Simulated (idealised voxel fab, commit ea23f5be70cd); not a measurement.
process module | voxel released beams
290 nm wide, 5 nm square cells: that's cross-section cut.
Cross-sections here: square-cell grids, written as top-down lists of bands, a band being one or more rows of cells. First you get the band's top height and its bottom height, in nm, and then the materials it's made of, left to right, with each width in nm. If you see a single material with "full width", that one covers the band edge to edge. "blank" is empty space. The level at which height equals 0 is the one under which the wafer, as it arrives, is entirely one material. No lower edge exists for the bottom band, which continues downward and is notated as in "0 and below". Graded width ("30->40"): value in top row of band = first number; value in bottom row = second number; row-to-row change constant. What does "changes: none" mean for a step? It means no cell of the cross-section changed in that step. In the "Enclosed internal cavities" entry, you get each enclosed empty space of 8 cells or more, one with no open way to the top, written width x height at distance, distance from the left edge, in nm. Note: text after step settings on the step line = simulator remark on that step. A step's line can hold "overlay nm"; with a mask on that step, the setting says how far right of the planned place the mask lay, while a negative setting says it lay to the left.

[These are the steps we planned for the process]
1,op RECEIVE | material Si
2,op CONFORMAL_DEP | material SiN | thk nm 10
3,op DIRECTIONAL_DEP | material SiO2 | thk nm 20
4,op MASKED_ETCH | tone open | mask id ANCHOR | width nm 35 | etch materials SiO2 | depth nm 20 | overlay nm 0
5,op CONFORMAL_DEP | material polySi | thk nm 10
6,op MASKED_ETCH | tone cover | mask id BEAM | width nm 90 | etch materials polySi | depth nm 10 | overlay nm 0
7,op STRIP | etch materials SiO2

[Run as planned: first of two wafers]

[Cross-section of the wafer as it came to us, i.e., already through step 1]
> 0 and below  Si full width
> Enclosed internal cavities: none

[Step 2 done - wafer cross-section]
> 10 down to 0  SiN full width
> Below 0, no change.

[Step 3 done - wafer cross-section]
> 30 down to 10  SiO2 full width
> Below 10, no change.

[Step 4 done - wafer cross-section]
> 30 down to 10  100 nm SiO2 / 35 nm blank / 155 nm SiO2
> Below 10, no change.

[Step 5 done - wafer cross-section]
> 40 down to 30  110 nm polySi / 15 nm blank / 165 nm polySi
> 30 down to 20  100 nm SiO2 / 10 nm polySi / 15 nm blank / 10 nm polySi / 155 nm SiO2
> 20 down to 10  100 nm SiO2 / 35 nm polySi / 155 nm SiO2
> Below 10, no change.

[Step 6 done - wafer cross-section]
> 40 down to 30  95 nm blank / 15 nm polySi / 15 nm blank / 60 nm polySi / 105 nm blank
> Below 30, no change.

[Step 7 done - wafer cross-section]
> 40 down to 30  95 nm blank / 15 nm polySi / 15 nm blank / 60 nm polySi / 105 nm blank
> 30 down to 20  100 nm blank / 10 nm polySi / 15 nm blank / 10 nm polySi / 155 nm blank
> 20 down to 10  100 nm blank / 35 nm polySi / 155 nm blank
> Below 10, no change.

[Now the other wafer: same start, same recipe, but we messed up one thing when running it. Up to and including step 6 it's the same as the first one]

[when step 7 should have ended]
> 40 down to 30  95 nm blank / 15 nm polySi / 15 nm blank / 60 nm polySi / 105 nm blank
> 30 down to 20  100 nm blank / 10 nm polySi / 15 nm blank / 10 nm polySi / 155 nm blank
> 20 down to 10  100 nm blank / 35 nm polySi / 155 nm blank
> Below 10, no change.
What was the processing mistake? execution of plan step 7 occurred twice
Upon completion, the cross-sectional profiles of the two wafers are identical; consequently, the error exerts no influence on the quantities computed by this model.
